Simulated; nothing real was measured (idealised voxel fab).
The document below concerns the process module designated voxel transistor to metal.
Section shown: cut. Width: 285 nm. Cell size: 5 nm, square.
Reading order for cross-sections: top band down to bottom band. Underlying form: a grid of square cells. Band size: one or more rows of cells. Heads up on the band format: heights come first, top then bottom, in nm. After that it's the materials left to right, each with its width in nm. A single material flagged "full width" fills the whole band edge to edge, and "empty" means there's empty space there. Height 0 is the level under which the wafer as received is all one material. The lowest band goes on downwards, as in "from 0 down". So if you see something like "30..40" for the width, read it as the top row of the band sitting at the first number and the bottom row at the second, with every row in between moving by the same amount as the last. Reading "no change" for a step: not a cell of the cross-section changed in it. This entry, "Enclosed void listing", enumerates those empty regions of no fewer than 8 cells that possess no open connection to the top. Each region is reported in the form width x height at distance, the distance being taken from the left edge, with all three quantities expressed in nm. The remark found on a step's line after its settings is issued by the simulator itself and pertains to that step. overlay nm: on a step with a mask, how far right of its planned place the mask lay; negative means left.

Here's what the planned process steps look like:
1) RECEIVE with material Si
2) CONFORMAL_DEP with material SiO2, thk nm 5
3) CONFORMAL_DEP with material SiN, thk nm 15
4) PATTERN with tone cover, mask id ACTIVE, material resist, width nm 110, pitch nm 140, thk nm 15, overlay nm 0
5) DIRECTIONAL_ETCH with etch materials SiN, depth nm 15
6) DIRECTIONAL_ETCH with etch materials SiO2, depth nm 5
7) DIRECTIONAL_ETCH with etch materials Si, depth nm 25
8) STRIP with etch materials resist
9) FILL_DEP with material SiO2, thk nm 15
10) CMP with height nm 20
11) SELECTIVE_ETCH with etch materials SiO2, depth nm 10
12) STRIP with etch materials SiN
13) SELECTIVE_ETCH with etch materials SiO2, depth nm 5
14) OXIDIZE with depth nm 5
15) DIRECTIONAL_DEP with material polySi, thk nm 20
16) DIRECTIONAL_DEP with material SiCN, thk nm 15
17) MASKED_ETCH with tone cover, mask id GATE, width nm 20, pitch nm 140, etch materials SiCN, depth nm 25, overlay nm 0
18) MASKED_ETCH with tone cover, mask id GATE, width nm 20, pitch nm 140, etch materials polySi, depth nm 30, overlay nm 0
19) CONFORMAL_DEP with material SiN, thk nm 10
20) DIRECTIONAL_ETCH with etch materials SiN, depth nm 10
21) DIRECTIONAL_ETCH with etch materials SiO2, depth nm 5
22) DIRECTIONAL_ETCH with etch materials Si, depth nm 5
23) EPI with material nSi, thk nm 10
24) FILL_DEP with material SiO2, thk nm 5
25) CMP with height nm 35
26) DIRECTIONAL_DEP with material SiO2, thk nm 15
27) DIRECTIONAL_DEP with material aC, thk nm 15
28) PATTERN with tone open, mask id CONTACT, material resist, width nm 20, pitch nm 70, thk nm 30, overlay nm 0
29) DIRECTIONAL_ETCH with etch materials aC, depth nm 15
30) STRIP with etch materials resist
31) DIRECTIONAL_ETCH with etch materials SiO2, depth nm 50
32) STRIP with etch materials aC
33) CONFORMAL_DEP with material TiN, thk nm 5
34) FILL_DEP with material Ru, thk nm 5
35) CMP with height nm 50
36) DIRECTIONAL_DEP with material TiN, thk nm 5
37) DIRECTIONAL_DEP with material W, thk nm 25
38) PATTERN with tone cover, mask id METAL_1, material resist, width nm 20, pitch nm 70, thk nm 20, overlay nm 0
39) DIRECTIONAL_ETCH with etch materials W, depth nm 25
40) DIRECTIONAL_ETCH with etch materials TiN, depth nm 5
41) STRIP with etch materials resist
42) CONFORMAL_DEP with material SiN, thk nm 5
43) FILL_DEP with material lowk, thk nm 5
44) CMP with height nm 80
45) CONFORMAL_DEP with material SiCN, thk nm 5

Below: the first of two wafers, run as planned:

Cross-section, incoming material, after step 1:
> from 0 down  Si full width
> Enclosed void listing: none

Wafer after step 2 (cross-section):
> from 5 to 0  SiO2 full width
> No changes below 0.

Wafer after step 3 (cross-section):
> from 20 to 5  SiN full width
> No changes below 5.

Wafer after step 4 (cross-section):
> from 35 to 20  15 of empty | 110 of resist | 30 of empty | 110 of resist | 20 of empty
> No changes below 20.

Wafer after step 5 (cross-section):
> from 35 to 20  15 of empty | 110 of resist | 30 of empty | 110 of resist | 20 of empty
> from 20 to 5  15 of empty | 110 of SiN | 30 of empty | 110 of SiN | 20 of empty
> No changes below 5.

Wafer after step 6 (cross-section):
> from 35 to 20  15 of empty | 110 of resist | 30 of empty | 110 of resist | 20 of empty
> from 20 to 5  15 of empty | 110 of SiN | 30 of empty | 110 of SiN | 20 of empty
> from 5 to 0  15 of empty | 110 of SiO2 | 30 of empty | 110 of SiO2 | 20 of empty
> No changes below 0.

Wafer after step 7 (cross-section):
> from 35 to 20  15 of empty | 110 of resist | 30 of empty | 110 of resist | 20 of empty
> from 20 to 5  15 of empty | 110 of SiN | 30 of empty | 110 of SiN | 20 of empty
> from 5 to 0  15 of empty | 110 of SiO2 | 30 of empty | 110 of SiO2 | 20 of empty
> from 0 to -25  15 of empty | 110 of Si | 30 of empty | 110 of Si | 20 of empty
> No changes below -25.

Wafer after step 8 (cross-section):
> from 20 to 5  15 of empty | 110 of SiN | 30 of empty | 110 of SiN | 20 of empty
> No changes below 5.

Wafer after step 9 (cross-section):
> from 35 to 20  SiO2 full width
> from 20 to 5  15 of SiO2 | 110 of SiN | 30 of SiO2 | 110 of SiN | 20 of SiO2
> from 5 to 0  SiO2 full width
> from 0 to -25  15 of SiO2 | 110 of Si | 30 of SiO2 | 110 of Si | 20 of SiO2
> No changes below -25.

Wafer after step 10 (cross-section):
> from 20 to 5  15 of SiO2 | 110 of SiN | 30 of SiO2 | 110 of SiN | 20 of SiO2
> No changes below 5.

Wafer after step 11 (cross-section):
> from 20 to 10  15 of empty | 110 of SiN | 30 of empty | 110 of SiN | 20 of empty
> No changes below 10.

Wafer after step 12 (cross-section):
> from 10 to 5  15 of SiO2 | 110 of empty | 30 of SiO2 | 110 of empty | 20 of SiO2
> No changes below 5.

Wafer after step 13 (cross-section):
> from 5 to 0  10 of SiO2 | 120 of empty | 20 of SiO2 | 120 of empty | 15 of SiO2
> No changes below 0.

Wafer after step 14 (cross-section):
> from 5 to 0  10 of SiO2 | 120 of empty | 20 of SiO2 | 120 of empty | 15 of SiO2
> from 0 to -5  SiO2 full width
> No changes below -5.

Wafer after step 15 (cross-section):
> from 25 to 20  10 of polySi | 120 of empty | 20 of polySi | 120 of empty | 15 of polySi
> from 20 to 5  polySi full width
> from 5 to 0  10 of SiO2 | 120 of polySi | 20 of SiO2 | 120 of polySi | 15 of SiO2
> No changes below 0.

Wafer after step 16 (cross-section):
> from 40 to 35  10 of SiCN | 120 of empty | 20 of SiCN | 120 of empty | 15 of SiCN
> from 35 to 25  SiCN full width
> from 25 to 20  10 of polySi | 120 of SiCN | 20 of polySi | 120 of SiCN | 15 of polySi
> No changes below 20.

Wafer after step 17 (cross-section):
> from 35 to 25  60 of empty | 20 of SiCN | 120 of empty | 20 of SiCN | 65 of empty
> from 25 to 20  10 of polySi | 50 of empty | 20 of SiCN | 50 of empty | 20 of polySi | 50 of empty | 20 of SiCN | 50 of empty | 15 of polySi
> No changes below 20.

Wafer after step 18 (cross-section):
> from 35 to 20  60 of empty | 20 of SiCN | 120 of empty | 20 of SiCN | 65 of empty
> from 20 to 5  60 of empty | 20 of polySi | 120 of empty | 20 of polySi | 65 of empty
> from 5 to 0  10 of SiO2 | 50 of empty | 20 of polySi | 50 of empty | 20 of SiO2 | 50 of empty | 20 of polySi | 50 of empty | 15 of SiO2
> No changes below 0.

Wafer after step 19 (cross-section):
> from 45 to 35  50 of empty | 40 of SiN | 100 of empty | 40 of SiN | 55 of empty
> from 35 to 20  50 of empty | 10 of SiN | 20 of SiCN | 10 of SiN | 100 of empty | 10 of SiN | 20 of SiCN | 10 of SiN | 55 of empty
> from 20 to 15  50 of empty | 10 of SiN | 20 of polySi | 10 of SiN | 100 of empty | 10 of SiN | 20 of polySi | 10 of SiN | 55 of empty
> from 15 to 10  20 of SiN | 30 of empty | 10 of SiN | 20 of polySi | 10 of SiN | 30 of empty | 40 of SiN | 30 of empty | 10 of SiN | 20 of polySi | 10 of SiN | 30 of empty | 25 of SiN
> from 10 to 5  60 of SiN | 20 of polySi | 120 of SiN | 20 of polySi | 65 of SiN
> from 5 to 0  10 of SiO2 | 50 of SiN | 20 of polySi | 50 of SiN | 20 of SiO2 | 50 of SiN | 20 of polySi | 50 of SiN | 15 of SiO2
> No changes below 0.

Wafer after step 20 (cross-section):
> from 35 to 20  50 of empty | 10 of SiN | 20 of SiCN | 10 of SiN | 100 of empty | 10 of SiN | 20 of SiCN | 10 of SiN | 55 of empty
> from 20 to 5  50 of empty | 10 of SiN | 20 of polySi | 10 of SiN | 100 of empty | 10 of SiN | 20 of polySi | 10 of SiN | 55 of empty
> from 5 to 0  10 of SiO2 | 10 of SiN | 30 of empty | 10 of SiN | 20 of polySi | 10 of SiN | 30 of empty | 10 of SiN | 20 of SiO2 | 10 of SiN | 30 of empty | 10 of SiN | 20 of polySi | 10 of SiN | 30 of empty | 10 of SiN | 15 of SiO2
> No changes below 0.

Wafer after step 21 (cross-section):
> from 35 to 20  50 of empty | 10 of SiN | 20 of SiCN | 10 of SiN | 100 of empty | 10 of SiN | 20 of SiCN | 10 of SiN | 55 of empty
> from 20 to 5  50 of empty | 10 of SiN | 20 of polySi | 10 of SiN | 100 of empty | 10 of SiN | 20 of polySi | 10 of SiN | 55 of empty
> from 5 to 0  10 of empty | 10 of SiN | 30 of empty | 10 of SiN | 20 of polySi | 10 of SiN | 30 of empty | 10 of SiN | 20 of empty | 10 of SiN | 30 of empty | 10 of SiN | 20 of polySi | 10 of SiN | 30 of empty | 10 of SiN | 15 of empty
> from 0 to -5  20 of SiO2 | 30 of empty | 40 of SiO2 | 30 of empty | 40 of SiO2 | 30 of empty | 40 of SiO2 | 30 of empty | 25 of SiO2
> No changes below -5.

Wafer after step 22 (cross-section):
> from 35 to 20  50 of empty | 10 of SiN | 20 of SiCN | 10 of SiN | 100 of empty | 10 of SiN | 20 of SiCN | 10 of SiN | 55 of empty
> from 20 to 5  50 of empty | 10 of SiN | 20 of polySi | 10 of SiN | 100 of empty | 10 of SiN | 20 of polySi | 10 of SiN | 55 of empty
> from 5 to 0  10 of empty | 10 of SiN | 30 of empty | 10 of SiN | 20 of polySi | 10 of SiN | 30 of empty | 10 of SiN | 20 of empty | 10 of SiN | 30 of empty | 10 of SiN | 20 of polySi | 10 of SiN | 30 of empty | 10 of SiN | 15 of empty
> from 0 to -5  20 of SiO2 | 30 of empty | 40 of SiO2 | 30 of empty | 40 of SiO2 | 30 of empty | 40 of SiO2 | 30 of empty | 25 of SiO2
> from -5 to -10  15 of SiO2 | 5 of Si | 30 of empty | 40 of Si | 30 of empty | 5 of Si | 30 of SiO2 | 5 of Si | 30 of empty | 40 of Si | 30 of empty | 5 of Si | 20 of SiO2
> No changes below -10.

Wafer after step 23 (cross-section):
> from 35 to 20  50 of empty | 10 of SiN | 20 of SiCN | 10 of SiN | 100 of empty | 10 of SiN | 20 of SiCN | 10 of SiN | 55 of empty
> from 20 to 5  50 of empty | 10 of SiN | 20 of polySi | 10 of SiN | 100 of empty | 10 of SiN | 20 of polySi | 10 of SiN | 55 of empty
> from 5 to 0  10 of empty | 10 of SiN | 10 of nSi | 10 of empty | 10 of nSi | 10 of SiN | 20 of polySi | 10 of SiN | 10 of nSi | 10 of empty | 10 of nSi | 10 of SiN | 20 of empty | 10 of SiN | 10 of nSi | 10 of empty | 10 of nSi | 10 of SiN | 20 of polySi | 10 of SiN | 10 of nSi | 10 of empty | 10 of nSi | 10 of SiN | 15 of empty
> from 0 to -5  20 of SiO2 | 30 of nSi | 40 of SiO2 | 30 of nSi | 40 of SiO2 | 30 of nSi | 40 of SiO2 | 30 of nSi | 25 of SiO2
> from -5 to -10  15 of SiO2 | 5 of Si | 30 of nSi | 40 of Si | 30 of nSi | 5 of Si | 30 of SiO2 | 5 of Si | 30 of nSi | 40 of Si | 30 of nSi | 5 of Si | 20 of SiO2
> No changes below -10.

Wafer after step 24 (cross-section):
> from 40 to 35  SiO2 full width
> from 35 to 20  50 of SiO2 | 10 of SiN | 20 of SiCN | 10 of SiN | 100 of SiO2 | 10 of SiN | 20 of SiCN | 10 of SiN | 55 of SiO2
> from 20 to 5  50 of SiO2 | 10 of SiN | 20 of polySi | 10 of SiN | 100 of SiO2 | 10 of SiN | 20 of polySi | 10 of SiN | 55 of SiO2
> from 5 to 0  10 of SiO2 | 10 of SiN | 10 of nSi | 10 of SiO2 | 10 of nSi | 10 of SiN | 20 of polySi | 10 of SiN | 10 of nSi | 10 of SiO2 | 10 of nSi | 10 of SiN | 20 of SiO2 | 10 of SiN | 10 of nSi | 10 of SiO2 | 10 of nSi | 10 of SiN | 20 of polySi | 10 of SiN | 10 of nSi | 10 of SiO2 | 10 of nSi | 10 of SiN | 15 of SiO2
> No changes below 0.

Wafer after step 25 (cross-section):
> from 35 to 20  50 of SiO2 | 10 of SiN | 20 of SiCN | 10 of SiN | 100 of SiO2 | 10 of SiN | 20 of SiCN | 10 of SiN | 55 of SiO2
> No changes below 20.

Wafer after step 26 (cross-section):
> from 50 to 35  SiO2 full width
> No changes below 35.

Wafer after step 27 (cross-section):
> from 65 to 50  aC full width
> No changes below 50.

Wafer after step 28 (cross-section):
> from 95 to 65  25 of resist | 20 of empty | 50 of resist | 20 of empty | 50 of resist | 20 of empty | 50 of resist | 20 of empty | 30 of resist
> No changes below 65.

Wafer after step 29 (cross-section):
> from 80 to 65  25 of resist | 20 of empty | 50 of resist | 20 of empty | 50 of resist | 20 of empty | 50 of resist | 20 of empty | 30 of resist
> from 65 to 50  25 of aC | 20 of empty | 50 of aC | 20 of empty | 50 of aC | 20 of empty | 50 of aC | 20 of empty | 30 of aC
> No changes below 50.

Wafer after step 30 (cross-section):
> from 65 to 50  25 of aC | 20 of empty | 50 of aC | 20 of empty | 50 of aC | 20 of empty | 50 of aC | 20 of empty | 30 of aC
> No changes below 50.

Wafer after step 31 (cross-section):
> from 65 to 50  25 of aC | 20 of empty | 50 of aC | 20 of empty | 50 of aC | 20 of empty | 50 of aC | 20 of empty | 30 of aC
> from 50 to 35  25 of SiO2 | 20 of empty | 50 of SiO2 | 20 of empty | 50 of SiO2 | 20 of empty | 50 of SiO2 | 20 of empty | 30 of SiO2
> from 35 to 20  25 of SiO2 | 20 of empty | 5 of SiO2 | 10 of SiN | 20 of SiCN | 10 of SiN | 5 of SiO2 | 20 of empty | 50 of SiO2 | 20 of empty | 5 of SiO2 | 10 of SiN | 20 of SiCN | 10 of SiN | 5 of SiO2 | 20 of empty | 30 of SiO2
> from 20 to 5  25 of SiO2 | 20 of empty | 5 of SiO2 | 10 of SiN | 20 of polySi | 10 of SiN | 5 of SiO2 | 20 of empty | 50 of SiO2 | 20 of empty | 5 of SiO2 | 10 of SiN | 20 of polySi | 10 of SiN | 5 of SiO2 | 20 of empty | 30 of SiO2
> from 5 to 0  10 of SiO2 | 10 of SiN | 10 of nSi | 10 of empty | 10 of nSi | 10 of SiN | 20 of polySi | 10 of SiN | 10 of nSi | 10 of empty | 10 of nSi | 10 of SiN | 20 of SiO2 | 10 of SiN | 10 of nSi | 10 of empty | 10 of nSi | 10 of SiN | 20 of polySi | 10 of SiN | 10 of nSi | 10 of empty | 10 of nSi | 10 of SiN | 15 of SiO2
> No changes below 0.

Wafer after step 32 (cross-section):
> from 50 to 35  25 of SiO2 | 20 of empty | 50 of SiO2 | 20 of empty | 50 of SiO2 | 20 of empty | 50 of SiO2 | 20 of empty | 30 of SiO2
> No changes below 35.

Wafer after step 33 (cross-section):
> from 55 to 50  30 of TiN | 10 of empty | 60 of TiN | 10 of empty | 60 of TiN | 10 of empty | 60 of TiN | 10 of empty | 35 of TiN
> from 50 to 35  25 of SiO2 | 5 of TiN | 10 of empty | 5 of TiN | 50 of SiO2 | 5 of TiN | 10 of empty | 5 of TiN | 50 of SiO2 | 5 of TiN | 10 of empty | 5 of TiN | 50 of SiO2 | 5 of TiN | 10 of empty | 5 of TiN | 30 of SiO2
> from 35 to 20  25 of SiO2 | 5 of TiN | 10 of empty | 5 of TiN | 5 of SiO2 | 10 of SiN | 20 of SiCN | 10 of SiN | 5 of SiO2 | 5 of TiN | 10 of empty | 5 of TiN | 50 of SiO2 | 5 of TiN | 10 of empty | 5 of TiN | 5 of SiO2 | 10 of SiN | 20 of SiCN | 10 of SiN | 5 of SiO2 | 5 of TiN | 10 of empty | 5 of TiN | 30 of SiO2
> from 20 to 10  25 of SiO2 | 5 of TiN | 10 of empty | 5 of TiN | 5 of SiO2 | 10 of SiN | 20 of polySi | 10 of SiN | 5 of SiO2 | 5 of TiN | 10 of empty | 5 of TiN | 50 of SiO2 | 5 of TiN | 10 of empty | 5 of TiN | 5 of SiO2 | 10 of SiN | 20 of polySi | 10 of SiN | 5 of SiO2 | 5 of TiN | 10 of empty | 5 of TiN | 30 of SiO2
> from 10 to 5  25 of SiO2 | 20 of TiN | 5 of SiO2 | 10 of SiN | 20 of polySi | 10 of SiN | 5 of SiO2 | 20 of TiN | 50 of SiO2 | 20 of TiN | 5 of SiO2 | 10 of SiN | 20 of polySi | 10 of SiN | 5 of SiO2 | 20 of TiN | 30 of SiO2
> from 5 to 0  10 of SiO2 | 10 of SiN | 10 of nSi | 10 of TiN | 10 of nSi | 10 of SiN | 20 of polySi | 10 of SiN | 10 of nSi | 10 of TiN | 10 of nSi | 10 of SiN | 20 of SiO2 | 10 of SiN | 10 of nSi | 10 of TiN | 10 of nSi | 10 of SiN | 20 of polySi | 10 of SiN | 10 of nSi | 10 of TiN | 10 of nSi | 10 of SiN | 15 of SiO2
> No changes below 0.

Wafer after step 34 (cross-section):
> from 60 to 55  Ru full width
> from 55 to 50  30 of TiN | 10 of Ru | 60 of TiN | 10 of Ru | 60 of TiN | 10 of Ru | 60 of TiN | 10 of Ru | 35 of TiN
> from 50 to 35  25 of SiO2 | 5 of TiN | 10 of Ru | 5 of TiN | 50 of SiO2 | 5 of TiN | 10 of Ru | 5 of TiN | 50 of SiO2 | 5 of TiN | 10 of Ru | 5 of TiN | 50 of SiO2 | 5 of TiN | 10 of Ru | 5 of TiN | 30 of SiO2
> from 35 to 20  25 of SiO2 | 5 of TiN | 10 of Ru | 5 of TiN | 5 of SiO2 | 10 of SiN | 20 of SiCN | 10 of SiN | 5 of SiO2 | 5 of TiN | 10 of Ru | 5 of TiN | 50 of SiO2 | 5 of TiN | 10 of Ru | 5 of TiN | 5 of SiO2 | 10 of SiN | 20 of SiCN | 10 of SiN | 5 of SiO2 | 5 of TiN | 10 of Ru | 5 of TiN | 30 of SiO2
> from 20 to 10  25 of SiO2 | 5 of TiN | 10 of Ru | 5 of TiN | 5 of SiO2 | 10 of SiN | 20 of polySi | 10 of SiN | 5 of SiO2 | 5 of TiN | 10 of Ru | 5 of TiN | 50 of SiO2 | 5 of TiN | 10 of Ru | 5 of TiN | 5 of SiO2 | 10 of SiN | 20 of polySi | 10 of SiN | 5 of SiO2 | 5 of TiN | 10 of Ru | 5 of TiN | 30 of SiO2
> No changes below 10.

Wafer after step 35 (cross-section):
> from 50 to 35  25 of SiO2 | 5 of TiN | 10 of Ru | 5 of TiN | 50 of SiO2 | 5 of TiN | 10 of Ru | 5 of TiN | 50 of SiO2 | 5 of TiN | 10 of Ru | 5 of TiN | 50 of SiO2 | 5 of TiN | 10 of Ru | 5 of TiN | 30 of SiO2
> No changes below 35.

Wafer after step 36 (cross-section):
> from 55 to 50  TiN full width
> No changes below 50.

Wafer after step 37 (cross-section):
> from 80 to 55  W full width
> No changes below 55.

Wafer after step 38 (cross-section):
> from 100 to 80  25 of empty | 20 of resist | 50 of empty | 20 of resist | 50 of empty | 20 of resist | 50 of empty | 20 of resist | 30 of empty
> No changes below 80.

Wafer after step 39 (cross-section):
> from 100 to 80  25 of empty | 20 of resist | 50 of empty | 20 of resist | 50 of empty | 20 of resist | 50 of empty | 20 of resist | 30 of empty
> from 80 to 55  25 of empty | 20 of W | 50 of empty | 20 of W | 50 of empty | 20 of W | 50 of empty | 20 of W | 30 of empty
> No changes below 55.

Wafer after step 40 (cross-section):
> from 100 to 80  25 of empty | 20 of resist | 50 of empty | 20 of resist | 50 of empty | 20 of resist | 50 of empty | 20 of resist | 30 of empty
> from 80 to 55  25 of empty | 20 of W | 50 of empty | 20 of W | 50 of empty | 20 of W | 50 of empty | 20 of W | 30 of empty
> from 55 to 50  25 of empty | 20 of TiN | 50 of empty | 20 of TiN | 50 of empty | 20 of TiN | 50 of empty | 20 of TiN | 30 of empty
> No changes below 50.

Wafer after step 41 (cross-section):
> from 80 to 55  25 of empty | 20 of W | 50 of empty | 20 of W | 50 of empty | 20 of W | 50 of empty | 20 of W | 30 of empty
> No changes below 55.

Wafer after step 42 (cross-section):
> from 85 to 80  20 of empty | 30 of SiN | 40 of empty | 30 of SiN | 40 of empty | 30 of SiN | 40 of empty | 30 of SiN | 25 of empty
> from 80 to 55  20 of empty | 5 of SiN | 20 of W | 5 of SiN | 40 of empty | 5 of SiN | 20 of W | 5 of SiN | 40 of empty | 5 of SiN | 20 of W | 5 of SiN | 40 of empty | 5 of SiN | 20 of W | 5 of SiN | 25 of empty
> from 55 to 50  25 of SiN | 20 of TiN | 50 of SiN | 20 of TiN | 50 of SiN | 20 of TiN | 50 of SiN | 20 of TiN | 30 of SiN
> No changes below 50.

Wafer after step 43 (cross-section):
> from 90 to 85  lowk full width
> from 85 to 80  20 of lowk | 30 of SiN | 40 of lowk | 30 of SiN | 40 of lowk | 30 of SiN | 40 of lowk | 30 of SiN | 25 of lowk
> from 80 to 55  20 of lowk | 5 of SiN | 20 of W | 5 of SiN | 40 of lowk | 5 of SiN | 20 of W | 5 of SiN | 40 of lowk | 5 of SiN | 20 of W | 5 of SiN | 40 of lowk | 5 of SiN | 20 of W | 5 of SiN | 25 of lowk
> No changes below 55.

Wafer after step 44 (cross-section):
> from 80 to 55  20 of lowk | 5 of SiN | 20 of W | 5 of SiN | 40 of lowk | 5 of SiN | 20 of W | 5 of SiN | 40 of lowk | 5 of SiN | 20 of W | 5 of SiN | 40 of lowk | 5 of SiN | 20 of W | 5 of SiN | 25 of lowk
> No changes below 55.

Wafer after step 45 (cross-section):
> from 85 to 80  SiCN full width
> No changes below 80.

Notes, second wafer: start = first wafer's, plan = first wafer's, execution had one mistake; history identical to first through step 25:

At the planned end of step 26, the second wafer in cross-section:
> from 50 to 35  SiCN full width
> No changes below 35.

At the planned end of step 27, the second wafer in cross-section:
> from 65 to 50  aC full width
> No changes below 50.

At the planned end of step 28, the second wafer in cross-section:
> from 95 to 65  25 of resist | 20 of empty | 50 of resist | 20 of empty | 50 of resist | 20 of empty | 50 of resist | 20 of empty | 30 of resist
> No changes below 65.

At the planned end of step 29, the second wafer in cross-section:
> from 80 to 65  25 of resist | 20 of empty | 50 of resist | 20 of empty | 50 of resist | 20 of empty | 50 of resist | 20 of empty | 30 of resist
> from 65 to 50  25 of aC | 20 of empty | 50 of aC | 20 of empty | 50 of aC | 20 of empty | 50 of aC | 20 of empty | 30 of aC
> No changes below 50.

At the planned end of step 30, the second wafer in cross-section:
> from 65 to 50  25 of aC | 20 of empty | 50 of aC | 20 of empty | 50 of aC | 20 of empty | 50 of aC | 20 of empty | 30 of aC
> No changes below 50.

At the planned end of step 31, the second wafer in cross-section: no change

At the planned end of step 32, the second wafer in cross-section:
> from 50 to 35  SiCN full width
> No changes below 35.

At the planned end of step 33, the second wafer in cross-section:
> from 55 to 50  TiN full width
> No changes below 50.

At the planned end of step 34, the second wafer in cross-section:
> from 60 to 55  Ru full width
> No changes below 55.

At the planned end of step 35, the second wafer in cross-section:
> from 50 to 35  SiCN full width
> No changes below 35.

At the planned end of step 36, the second wafer in cross-section:
> from 55 to 50  TiN full width
> No changes below 50.

At the planned end of step 37, the second wafer in cross-section:
> from 80 to 55  W full width
> No changes below 55.

At the planned end of step 38, the second wafer in cross-section:
> from 100 to 80  25 of empty | 20 of resist | 50 of empty | 20 of resist | 50 of empty | 20 of resist | 50 of empty | 20 of resist | 30 of empty
> No changes below 80.

At the planned end of step 39, the second wafer in cross-section:
> from 100 to 80  25 of empty | 20 of resist | 50 of empty | 20 of resist | 50 of empty | 20 of resist | 50 of empty | 20 of resist | 30 of empty
> from 80 to 55  25 of empty | 20 of W | 50 of empty | 20 of W | 50 of empty | 20 of W | 50 of empty | 20 of W | 30 of empty
> No changes below 55.

At the planned end of step 40, the second wafer in cross-section:
> from 100 to 80  25 of empty | 20 of resist | 50 of empty | 20 of resist | 50 of empty | 20 of resist | 50 of empty | 20 of resist | 30 of empty
> from 80 to 55  25 of empty | 20 of W | 50 of empty | 20 of W | 50 of empty | 20 of W | 50 of empty | 20 of W | 30 of empty
> from 55 to 50  25 of empty | 20 of TiN | 50 of empty | 20 of TiN | 50 of empty | 20 of TiN | 50 of empty | 20 of TiN | 30 of empty
> No changes below 50.

At the planned end of step 41, the second wafer in cross-section:
> from 80 to 55  25 of empty | 20 of W | 50 of empty | 20 of W | 50 of empty | 20 of W | 50 of empty | 20 of W | 30 of empty
> No changes below 55.

At the planned end of step 42, the second wafer in cross-section:
> from 85 to 80  20 of empty | 30 of SiN | 40 of empty | 30 of SiN | 40 of empty | 30 of SiN | 40 of empty | 30 of SiN | 25 of empty
> from 80 to 55  20 of empty | 5 of SiN | 20 of W | 5 of SiN | 40 of empty | 5 of SiN | 20 of W | 5 of SiN | 40 of empty | 5 of SiN | 20 of W | 5 of SiN | 40 of empty | 5 of SiN | 20 of W | 5 of SiN | 25 of empty
> from 55 to 50  25 of SiN | 20 of TiN | 50 of SiN | 20 of TiN | 50 of SiN | 20 of TiN | 50 of SiN | 20 of TiN | 30 of SiN
> No changes below 50.

At the planned end of step 43, the second wafer in cross-section:
> from 90 to 85  lowk full width
> from 85 to 80  20 of lowk | 30 of SiN | 40 of lowk | 30 of SiN | 40 of lowk | 30 of SiN | 40 of lowk | 30 of SiN | 25 of lowk
> from 80 to 55  20 of lowk | 5 of SiN | 20 of W | 5 of SiN | 40 of lowk | 5 of SiN | 20 of W | 5 of SiN | 40 of lowk | 5 of SiN | 20 of W | 5 of SiN | 40 of lowk | 5 of SiN | 20 of W | 5 of SiN | 25 of lowk
> No changes below 55.

At the planned end of step 44, the second wafer in cross-section:
> from 80 to 55  20 of lowk | 5 of SiN | 20 of W | 5 of SiN | 40 of lowk | 5 of SiN | 20 of W | 5 of SiN | 40 of lowk | 5 of SiN | 20 of W | 5 of SiN | 40 of lowk | 5 of SiN | 20 of W | 5 of SiN | 25 of lowk
> No changes below 55.

At the planned end of step 45, the second wafer in cross-section:
> from 85 to 80  SiCN full width
> No changes below 80.
Which mistake was made when the wafer was run? step 26 deviated from plan and actually ran as DIRECTIONAL_DEP with material SiCN, thk nm 15
FYI, end of process, the second wafer has more or fewer cells of some materials than the first: 64 fewer of Ru | 171 more of SiCN | 19 fewer of SiO2 | 88 fewer of TiN
